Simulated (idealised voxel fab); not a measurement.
Presented below is a process module, voxel spacer lines.
The width of the displayed cross-section, cut, is 225 nm; its cells are square, with a size of 5 nm.
Just so we're on the same page, the cross-sections are grids of square cells, and they're listed out in bands top to bottom, each band one or more rows deep.
Per band: top height and bottom height in nm, followed by the left-to-right materials and their widths in nm; "all across" marks a single material spanning edge to edge, "air" marks empty space.
Note: height 0 marks the level under which the wafer is uniformly one material as received. Lowest band unbounded below, written "0 -> down".
Per-row width for "30..40": begins at first number (top row of band), ends at second number (bottom row), increment between rows held constant.
"nothing different" after a step means that no cell of the cross-section changed.
"Fully closed voids": empty spaces of 8 cells or more with no open way to the top, each given as width x height at distance, distance from the left edge, all in nm.
Anything after a step's settings on that line? It's the simulator's own note about the step.
overlay nm: mask right of planned place by this much (step with mask). Neg. = left.

PLANNED PROCESS STEPS
- 1: RECEIVE | material Si
- 2: CONFORMAL_DEP | material Al2O3 | thk nm 10
- 3: DIRECTIONAL_DEP | material polySi | thk nm 10
- 4: DIRECTIONAL_DEP | material aC | thk nm 25
- 5: PATTERN | tone cover | mask id MANDREL | material resist | width nm 25 | pitch nm 70 | thk nm 30 | overlay nm 0
- 6: DIRECTIONAL_ETCH | etch materials aC | depth nm 25
- 7: STRIP | etch materials resist
- 8: CONFORMAL_DEP | material SiO2 | thk nm 10
- 9: DIRECTIONAL_ETCH | etch materials SiO2 | depth nm 10
- 10: STRIP | etch materials aC
- 11: DIRECTIONAL_ETCH | etch materials polySi | depth nm 10
- 12: STRIP | etch materials SiO2

FIRST OF TWO WAFERS, PROCESSED ACCORDING TO PLAN

WAFER AS RECEIVED: CROSS-SECTION FOLLOWING STEP 1
0 -> down: Si all across
Fully closed voids: none

CROSS-SECTION THROUGH THE WAFER, STEP 2 FINISHED
10 -> 0: Al2O3 all across
Heights below 0 show no change.

CROSS-SECTION THROUGH THE WAFER, STEP 3 FINISHED
20 -> 10: polySi all across
Heights below 10 show no change.

CROSS-SECTION THROUGH THE WAFER, STEP 4 FINISHED
45 -> 20: aC all across
Heights below 20 show no change.

CROSS-SECTION THROUGH THE WAFER, STEP 5 FINISHED
75 -> 45: air 65 | resist 25 | air 45 | resist 25 | air 65
Heights below 45 show no change.

CROSS-SECTION THROUGH THE WAFER, STEP 6 FINISHED
50 -> 45: air 65 | resist 25 | air 45 | resist 25 | air 65
45 -> 20: air 65 | aC 25 | air 45 | aC 25 | air 65
Heights below 20 show no change.

CROSS-SECTION THROUGH THE WAFER, STEP 7 FINISHED
45 -> 20: air 65 | aC 25 | air 45 | aC 25 | air 65
Heights below 20 show no change.

CROSS-SECTION THROUGH THE WAFER, STEP 8 FINISHED
55 -> 45: air 55 | SiO2 45 | air 25 | SiO2 45 | air 55
45 -> 30: air 55 | SiO2 10 | aC 25 | SiO2 10 | air 25 | SiO2 10 | aC 25 | SiO2 10 | air 55
30 -> 20: SiO2 65 | aC 25 | SiO2 45 | aC 25 | SiO2 65
Heights below 20 show no change.

CROSS-SECTION THROUGH THE WAFER, STEP 9 FINISHED
45 -> 20: air 55 | SiO2 10 | aC 25 | SiO2 10 | air 25 | SiO2 10 | aC 25 | SiO2 10 | air 55
Heights below 20 show no change.

CROSS-SECTION THROUGH THE WAFER, STEP 10 FINISHED
45 -> 20: air 55 | SiO2 10 | air 25 | SiO2 10 | air 25 | SiO2 10 | air 25 | SiO2 10 | air 55
Heights below 20 show no change.

CROSS-SECTION THROUGH THE WAFER, STEP 11 FINISHED
45 -> 20: air 55 | SiO2 10 | air 25 | SiO2 10 | air 25 | SiO2 10 | air 25 | SiO2 10 | air 55
20 -> 10: air 55 | polySi 10 | air 25 | polySi 10 | air 25 | polySi 10 | air 25 | polySi 10 | air 55
Heights below 10 show no change.

CROSS-SECTION THROUGH THE WAFER, STEP 12 FINISHED
20 -> 10: air 55 | polySi 10 | air 25 | polySi 10 | air 25 | polySi 10 | air 25 | polySi 10 | air 55
Heights below 10 show no change.

WHAT FOLLOWS CONCERNS THE SECOND WAFER, WHICH STARTED OUT LIKE THE FIRST AND WAS MEANT TO FOLLOW THE VERY SAME PLAN; ONE MISTAKE CREPT IN WHEN IT WAS RUN, BUT EVERYTHING UP TO AND INCLUDING STEP 2 IS THE SAME AS FOR THE FIRST WAFER

HERE IS THE SECOND WAFER IN CROSS-SECTION AT THE POINT WHERE STEP 3 OF THE PLAN SHOULD HAVE BEEN DONE
15 -> 10: polySi all across
Heights below 10 show no change.

HERE IS THE SECOND WAFER IN CROSS-SECTION AT THE POINT WHERE STEP 4 OF THE PLAN SHOULD HAVE BEEN DONE
40 -> 15: aC all across
Heights below 15 show no change.

HERE IS THE SECOND WAFER IN CROSS-SECTION AT THE POINT WHERE STEP 5 OF THE PLAN SHOULD HAVE BEEN DONE
70 -> 40: air 65 | resist 25 | air 45 | resist 25 | air 65
Heights below 40 show no change.

HERE IS THE SECOND WAFER IN CROSS-SECTION AT THE POINT WHERE STEP 6 OF THE PLAN SHOULD HAVE BEEN DONE
45 -> 40: air 65 | resist 25 | air 45 | resist 25 | air 65
40 -> 15: air 65 | aC 25 | air 45 | aC 25 | air 65
Heights below 15 show no change.

HERE IS THE SECOND WAFER IN CROSS-SECTION AT THE POINT WHERE STEP 7 OF THE PLAN SHOULD HAVE BEEN DONE
40 -> 15: air 65 | aC 25 | air 45 | aC 25 | air 65
Heights below 15 show no change.

HERE IS THE SECOND WAFER IN CROSS-SECTION AT THE POINT WHERE STEP 8 OF THE PLAN SHOULD HAVE BEEN DONE
50 -> 40: air 55 | SiO2 45 | air 25 | SiO2 45 | air 55
40 -> 25: air 55 | SiO2 10 | aC 25 | SiO2 10 | air 25 | SiO2 10 | aC 25 | SiO2 10 | air 55
25 -> 15: SiO2 65 | aC 25 | SiO2 45 | aC 25 | SiO2 65
Heights below 15 show no change.

HERE IS THE SECOND WAFER IN CROSS-SECTION AT THE POINT WHERE STEP 9 OF THE PLAN SHOULD HAVE BEEN DONE
40 -> 15: air 55 | SiO2 10 | aC 25 | SiO2 10 | air 25 | SiO2 10 | aC 25 | SiO2 10 | air 55
Heights below 15 show no change.

HERE IS THE SECOND WAFER IN CROSS-SECTION AT THE POINT WHERE STEP 10 OF THE PLAN SHOULD HAVE BEEN DONE
40 -> 15: air 55 | SiO2 10 | air 25 | SiO2 10 | air 25 | SiO2 10 | air 25 | SiO2 10 | air 55
Heights below 15 show no change.

HERE IS THE SECOND WAFER IN CROSS-SECTION AT THE POINT WHERE STEP 11 OF THE PLAN SHOULD HAVE BEEN DONE
40 -> 15: air 55 | SiO2 10 | air 25 | SiO2 10 | air 25 | SiO2 10 | air 25 | SiO2 10 | air 55
15 -> 10: air 55 | polySi 10 | air 25 | polySi 10 | air 25 | polySi 10 | air 25 | polySi 10 | air 55
Heights below 10 show no change.

HERE IS THE SECOND WAFER IN CROSS-SECTION AT THE POINT WHERE STEP 12 OF THE PLAN SHOULD HAVE BEEN DONE
15 -> 10: air 55 | polySi 10 | air 25 | polySi 10 | air 25 | polySi 10 | air 25 | polySi 10 | air 55
Heights below 10 show no change.
So what did we get wrong on this run? step 3 ran as: DIRECTIONAL_DEP | material polySi | thk nm 5
Wrapping up, a cell-based count of both wafers puts the second over or under the first for these materials: polySi -8
